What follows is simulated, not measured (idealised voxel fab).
The name of this process module is voxel local oxidation.
Shown is cross-section cut, with a width of 205 nm and square cells of size 5 nm.
In this document a cross-section is written as a grid of square cells. It is given as a series of bands, listed from the top down, and a band is one or more rows of cells. Quick guide to a band line: top height, bottom height (nm) up front; then every material left to right with its width in nm. Only one material and it's marked "full width"? Then it fills the band edge to edge. And "blank" just means empty space. Heights from 0 (as-received wafer is one material below). Bottom band endless downward, as "0 and below". Top row gets the first number, bottom row gets the second, and each row in between changes by the same step: that is how a band width like "30->40" works. It should be understood that the words "remained unchanged", when stated for a given step, signify that the cross-section underwent no change in any of its cells during that step. Look at "Unvented voids" for the closed voids: empty spaces with no open path to the top, sized 8 cells or up. Each is width x height at distance, distance from the left edge, all nm. Note: text after step settings on the step line = simulator remark on that step. A step's line can hold "overlay nm"; with a mask on that step, the setting says how far right of the planned place the mask lay, while a negative setting says it lay to the left.
**The steps planned for the process are as follows**
- 1: op RECEIVE | material Si
- 2: op OXIDIZE | depth nm 5
- 3: op CONFORMAL_DEP | material SiN | thk nm 10
- 4: op MASKED_ETCH | tone cover | mask id ACTIVE | width nm 100 | etch materials SiN | depth nm 10 | overlay nm 0
- 5: op SELECTIVE_ETCH | etch materials SiO2 | depth nm 5
- 6: op OXIDIZE | depth nm 10
- 7: op STRIP | etch materials SiN
**Wafer as received: cross-section following step 1**
	0 and below  Si full width
	Unvented voids: none
**Final wafer profile in cross-section after the module, from the same start and plan as above, with one mistake made during processing**
	0 down to -5  blank=60  SiO2=90  blank=55
	-5 down to -15  SiO2=70  Si=70  SiO2=65
	-15 and below  Si full width
	Unvented voids: none
What was done differently from what was planned? step 4 was not run as planned; what actually ran was op MASKED_ETCH | tone cover | mask id ACTIVE | width nm 100 | etch materials SiN | depth nm 10 | overlay nm 5
